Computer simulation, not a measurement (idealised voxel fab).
The name of this process module is voxel wiring stack.
cross-section cut | 200 nm wide | cells 5 nm
Bands, listed from the top down, are how a cross-section gets written in this document; the cross-section itself is a grid of square cells, and a band is one or more rows of them. Heads up on the band format: heights come first, top then bottom, in nm. After that it's the materials left to right, each with its width in nm. A single material flagged "edge to edge" fills the whole band edge to edge, and "empty" means there's empty space there. Heights are reckoned from 0. Under this level, the received wafer is all of one material. The bottommost band is open-ended downward, for example "0 down". Top row gets the first number, bottom row gets the second, and each row in between changes by the same step: that is how a band width like "30..40" works. Any step labelled "nothing changed" changed none of the cells in the cross-section. Encapsulated voids: empty space of 8 cells or more with no open way to the top, each as width x height at its distance from the left edge, in nm. Step line, after settings: the simulator's comment on this step. "overlay nm" denotes, for a step that has a mask, the displacement of the mask to the right of its planned place, with negative values corresponding to the left. Guide to the pairs. Each holds a before and an after cross-section around one process step; the after cross-section is cut off at the lowest band that changed. Look under the pair for the step between them and its settings. Pairs can come from different runs of this module on the same starting wafer, so a pair follows on from the one above it only where its entry headed "Pre-process cross-section" says it does.

PRE-PROCESS CROSS-SECTION
105 to 95: SiO2 edge to edge
95 to 90: SiCN edge to edge
90 to 75: Ru 60 nm | TiN 5 nm | lowk 25 nm | TiN 5 nm | Ru 10 nm | TiN 5 nm | lowk 25 nm | TiN 5 nm | Ru 60 nm
75 to 70: TiN 65 nm | lowk 25 nm | TiN 20 nm | lowk 25 nm | TiN 65 nm
70 to 65: SiN edge to edge
65 to 50: SiO2 65 nm | Ru 15 nm | SiO2 30 nm | Ru 15 nm | SiO2 75 nm
50 to 45: SiCN 65 nm | Ru 15 nm | SiCN 30 nm | Ru 15 nm | SiCN 75 nm
45 to 20: lowk 65 nm | TiN 5 nm | Ru 15 nm | TiN 5 nm | lowk 20 nm | TiN 5 nm | Ru 15 nm | TiN 5 nm | lowk 65 nm
20 to 15: SiN 65 nm | TiN 25 nm | SiN 20 nm | TiN 25 nm | SiN 65 nm
15 to 0: SiO2 edge to edge
0 down: Si edge to edge
Encapsulated voids: none

STEP RESULT
105 to 95: SiO2 65 nm | empty 15 nm | SiO2 120 nm
Under the height 95 nothing was changed.
Encapsulated voids: none
The two cross-sections above bracket this step: MASKED_ETCH: tone open, mask id PLUG_2, width nm 15, etch materials SiO2, depth nm 10, overlay nm 0

Pre-process cross-section: no separate figure, the pair right above already shows it after its step.

STEP RESULT
105 to 95: SiO2 65 nm | empty 15 nm | SiO2 120 nm
95 to 90: SiCN 65 nm | empty 15 nm | SiCN 120 nm
Under the height 90 nothing was changed.
Encapsulated voids: none
The two cross-sections above bracket this step: MASKED_ETCH: tone open, mask id PLUG_2, width nm 15, etch materials SiCN, depth nm 5, overlay nm 0

Pre-process cross-section: no separate figure, the pair right above already shows it after its step.

STEP RESULT
110 to 105: SiN 70 nm | empty 5 nm | SiN 125 nm
105 to 95: SiO2 65 nm | SiN 5 nm | empty 5 nm | SiN 5 nm | SiO2 120 nm
95 to 90: SiCN 65 nm | SiN 15 nm | SiCN 120 nm
Under the height 90 nothing was changed.
Encapsulated voids: none
The two cross-sections above bracket this step: CONFORMAL_DEP: material SiN, thk nm 5

Pre-process cross-section: no separate figure, the pair right above already shows it after its step.

STEP RESULT
130 to 115: lowk 70 nm | empty 5 nm | lowk 125 nm
115 to 110: lowk edge to edge
110 to 105: SiN 70 nm | lowk 5 nm | SiN 125 nm
105 to 95: SiO2 65 nm | SiN 5 nm | lowk 5 nm | SiN 5 nm | SiO2 120 nm
Under the height 95 nothing was changed.
Encapsulated voids: none
The two cross-sections above bracket this step: DIRECTIONAL_DEP: material lowk, thk nm 20

Pre-process cross-section: no separate figure, the pair right above already shows it after its step.

STEP RESULT
145 to 130: aC 70 nm | empty 5 nm | aC 125 nm
130 to 115: lowk 70 nm | aC 5 nm | lowk 125 nm
Under the height 115 nothing was changed.
Encapsulated voids: none
The two cross-sections above bracket this step: DIRECTIONAL_DEP: material aC, thk nm 15

Pre-process cross-section: no separate figure, the pair right above already shows it after its step.

STEP RESULT
175 to 145: resist 65 nm | empty 25 nm | resist 20 nm | empty 25 nm | resist 65 nm
Under the height 145 nothing was changed.
Encapsulated voids: none
The two cross-sections above bracket this step: PATTERN: tone open, mask id METAL_3, material resist, width nm 25, pitch nm 45, thk nm 30, overlay nm 0

Pre-process cross-section: no separate figure, the pair right above already shows it after its step.

STEP RESULT
160 to 145: resist 65 nm | empty 25 nm | resist 20 nm | empty 25 nm | resist 65 nm
145 to 130: aC 65 nm | empty 25 nm | aC 20 nm | empty 25 nm | aC 65 nm
130 to 115: lowk 70 nm | empty 5 nm | lowk 125 nm
Under the height 115 nothing was changed.
Encapsulated voids: none
The two cross-sections above bracket this step: DIRECTIONAL_ETCH: etch materials aC, depth nm 15

Pre-process cross-section: no separate figure, the pair right above already shows it after its step.

STEP RESULT
145 to 130: aC 65 nm | empty 25 nm | aC 20 nm | empty 25 nm | aC 65 nm
Under the height 130 nothing was changed.
Encapsulated voids: none
The two cross-sections above bracket this step: STRIP: etch materials resist

Pre-process cross-section: no separate figure, the pair right above already shows it after its step.

STEP RESULT
145 to 130: aC 65 nm | empty 25 nm | aC 20 nm | empty 25 nm | aC 65 nm
130 to 110: lowk 65 nm | empty 25 nm | lowk 20 nm | empty 25 nm | lowk 65 nm
110 to 105: SiN 70 nm | empty 5 nm | SiN 125 nm
105 to 95: SiO2 65 nm | SiN 5 nm | empty 5 nm | SiN 5 nm | SiO2 120 nm
Under the height 95 nothing was changed.
Encapsulated voids: none
The two cross-sections above bracket this step: DIRECTIONAL_ETCH: etch materials lowk, depth nm 20

Pre-process cross-section: no separate figure, the pair right above already shows it after its step.

STEP RESULT
145 to 130: aC 65 nm | empty 25 nm | aC 20 nm | empty 25 nm | aC 65 nm
130 to 110: lowk 65 nm | empty 25 nm | lowk 20 nm | empty 25 nm | lowk 65 nm
110 to 105: SiN 65 nm | empty 25 nm | SiN 20 nm | empty 25 nm | SiN 65 nm
105 to 95: SiO2 65 nm | SiN 5 nm | empty 5 nm | SiN 5 nm | SiO2 120 nm
95 to 90: SiCN 65 nm | SiN 5 nm | empty 5 nm | SiN 5 nm | SiCN 120 nm
Under the height 90 nothing was changed.
Encapsulated voids: none
The two cross-sections above bracket this step: DIRECTIONAL_ETCH: etch materials SiN, depth nm 5

Pre-process cross-section: no separate figure, the pair right above already shows it after its step.

STEP RESULT
130 to 110: lowk 65 nm | empty 25 nm | lowk 20 nm | empty 25 nm | lowk 65 nm
Under the height 110 nothing was changed.
Encapsulated voids: none
The two cross-sections above bracket this step: STRIP: etch materials aC

Pre-process cross-section: no separate figure, the pair right above already shows it after its step.

STEP RESULT
135 to 130: TiN 70 nm | empty 15 nm | TiN 30 nm | empty 15 nm | TiN 70 nm
130 to 110: lowk 65 nm | TiN 5 nm | empty 15 nm | TiN 5 nm | lowk 20 nm | TiN 5 nm | empty 15 nm | TiN 5 nm | lowk 65 nm
110 to 105: SiN 65 nm | TiN 25 nm | SiN 20 nm | TiN 25 nm | SiN 65 nm
105 to 95: SiO2 65 nm | SiN 5 nm | TiN 5 nm | SiN 5 nm | SiO2 120 nm
95 to 90: SiCN 65 nm | SiN 5 nm | TiN 5 nm | SiN 5 nm | SiCN 120 nm
Under the height 90 nothing was changed.
Encapsulated voids: none
The two cross-sections above bracket this step: CONFORMAL_DEP: material TiN, thk nm 5

Pre-process cross-section: no separate figure, the pair right above already shows it after its step.

STEP RESULT
140 to 135: Ru edge to edge
135 to 130: TiN 70 nm | Ru 15 nm | TiN 30 nm | Ru 15 nm | TiN 70 nm
130 to 110: lowk 65 nm | TiN 5 nm | Ru 15 nm | TiN 5 nm | lowk 20 nm | TiN 5 nm | Ru 15 nm | TiN 5 nm | lowk 65 nm
Under the height 110 nothing was changed.
Encapsulated voids: none
The two cross-sections above bracket this step: FILL_DEP: material Ru, thk nm 5

Pre-process cross-section: no separate figure, the pair right above already shows it after its step.

STEP RESULT
130 to 110: lowk 65 nm | TiN 5 nm | Ru 15 nm | TiN 5 nm | lowk 20 nm | TiN 5 nm | Ru 15 nm | TiN 5 nm | lowk 65 nm
Under the height 110 nothing was changed.
Encapsulated voids: none
The two cross-sections above bracket this step: CMP: height nm 130

Pre-process cross-section: no separate figure, the pair right above already shows it after its step.

STEP RESULT
135 to 130: SiCN edge to edge
Under the height 130 nothing was changed.
Encapsulated voids: none
The two cross-sections above bracket this step: CONFORMAL_DEP: material SiCN, thk nm 5
